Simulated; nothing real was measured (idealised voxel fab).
process module | voxel capacitor over wiring
cross-section cut | 270 nm wide | cells 5 nm
A cross-section is a grid of square cells, given in bands from the top down. A band is one or more rows of cells.
Each band's line starts with the height of the band's top and of its bottom, in nm. Then come its materials from left to right, each with its width in nm. One material with "throughout" fills the band from edge to edge. "air" is empty space.
Height 0 is the level under which the wafer as received is all one material. The lowest band goes on downwards, as in "0 down".
A width such as "30 to 40" changes by the same amount from each row of cells to the next, from the band's top row to its bottom row.
"no change" after a step means that no cell of the cross-section changed.
closed voids: empty space of 8 cells or more with no open way to the top, each as width x height at its distance from the left edge, in nm
after a step's settings: what the simulator itself notes on the step
overlay nm, on a step with a mask: how far to the right of its planned place the mask lay; to the left if negative
plan
1 op RECEIVE | material Si
2 op CONFORMAL_DEP | material SiO2 | thk nm 15
3 op CONFORMAL_DEP | material SiCN | thk nm 5
4 op DIRECTIONAL_DEP | material SiO2 | thk nm 25
5 op MASKED_ETCH | tone open | mask id METAL_1 | width nm 20 | pitch nm 90 | etch materials SiO2 | depth nm 25 | overlay nm 0
6 op MASKED_ETCH | tone open | mask id METAL_1 | width nm 20 | pitch nm 90 | etch materials SiCN | depth nm 5 | overlay nm 0
7 op CONFORMAL_DEP | material TiN | thk nm 5
8 op FILL_DEP | material Cu | thk nm 10
9 op CMP | height nm 45
10 op EPI | material Ru | thk nm 5
11 op FILL_DEP | material SiCN | thk nm 5
12 op DIRECTIONAL_DEP | material lowk | thk nm 10
13 op MASKED_ETCH | tone open | mask id PLUG_1 | width nm 15 | etch materials lowk | depth nm 10 | overlay nm 0
14 op MASKED_ETCH | tone open | mask id PLUG_1 | width nm 15 | etch materials SiCN | depth nm 5 | overlay nm 0
15 op CONFORMAL_DEP | material TiN | thk nm 5
16 op FILL_DEP | material W | thk nm 10
17 op CMP | height nm 65
18 op DIRECTIONAL_DEP | material TiN | thk nm 5
19 op DIRECTIONAL_DEP | material HfO2 | thk nm 5
20 op DIRECTIONAL_DEP | material TiN | thk nm 10
21 op MASKED_ETCH | tone cover | mask id UPPER_PLATE | width nm 75 | etch materials TiN | depth nm 10 | overlay nm 0
22 op MASKED_ETCH | tone cover | mask id UPPER_PLATE | width nm 75 | etch materials HfO2 | depth nm 5 | overlay nm 0
23 op MASKED_ETCH | tone cover | mask id LOWER_PLATE | width nm 85 | etch materials TiN | depth nm 5 | overlay nm 0
24 op FILL_DEP | material SiO2 | thk nm 20
25 op CMP | height nm 100
26 op MASKED_ETCH | tone open | mask id PLUG_2 | width nm 15 | etch materials SiO2 | depth nm 15 | overlay nm 0
27 op CONFORMAL_DEP | material TiN | thk nm 5
28 op FILL_DEP | material W | thk nm 10
29 op CMP | height nm 100
30 op CONFORMAL_DEP | material SiCN | thk nm 5
as received, after step 1
  0 down: Si throughout
  closed voids: none
first wafer at the end, as planned
  105 to 100: SiCN throughout
  100 to 90: SiO2 95 | TiN 5 | W 5 | TiN 5 | SiO2 160
  90 to 85: SiO2 95 | TiN 15 | SiO2 160
  85 to 75: SiO2 85 | TiN 75 | SiO2 110
  75 to 70: SiO2 85 | HfO2 75 | SiO2 110
  70 to 65: SiO2 80 | TiN 85 | SiO2 105
  65 to 55: lowk 85 | TiN 5 | W 5 | TiN 5 | lowk 170
  55 to 50: SiCN 85 | TiN 15 | SiCN 170
  50 to 45: SiCN 75 | Ru 30 | SiCN 60 | Ru 30 | SiCN 75
  45 to 20: SiO2 80 | TiN 5 | Cu 10 | TiN 5 | SiO2 70 | TiN 5 | Cu 10 | TiN 5 | SiO2 80
  20 to 15: SiCN 80 | TiN 20 | SiCN 70 | TiN 20 | SiCN 80
  15 to 0: SiO2 throughout
  0 down: Si throughout
  closed voids: none
second wafer at the end: like start, like plan, one mistake
  105 to 100: SiCN throughout
  100 to 90: SiO2 95 | TiN 5 | W 5 | TiN 5 | SiO2 160
  90 to 80: SiO2 95 to 90 | TiN 15 to 70 | SiO2 160 to 110
  80 to 75: SiO2 85 | TiN 75 | SiO2 110
  75 to 70: SiO2 85 | HfO2 75 | SiO2 110
  70 to 65: SiO2 85 | TiN 90 | SiO2 95
  65 to 55: lowk 85 | TiN 5 | W 5 | TiN 5 | lowk 170
  55 to 50: SiCN 85 | TiN 15 | SiCN 170
  50 to 45: SiCN 75 | Ru 30 | SiCN 60 | Ru 30 | SiCN 75
  45 to 20: SiO2 80 | TiN 5 | Cu 10 | TiN 5 | SiO2 70 | TiN 5 | Cu 10 | TiN 5 | SiO2 80
  20 to 15: SiCN 80 | TiN 20 | SiCN 70 | TiN 20 | SiCN 80
  15 to 0: SiO2 throughout
  0 down: Si throughout
  closed voids: none
what went wrong: step 23 ran as: op MASKED_ETCH | tone cover | mask id LOWER_PLATE | width nm 85 | etch materials TiN | depth nm 5 | overlay nm 10
at the end the second wafer has, in cells: as many of each material as the first, in other places
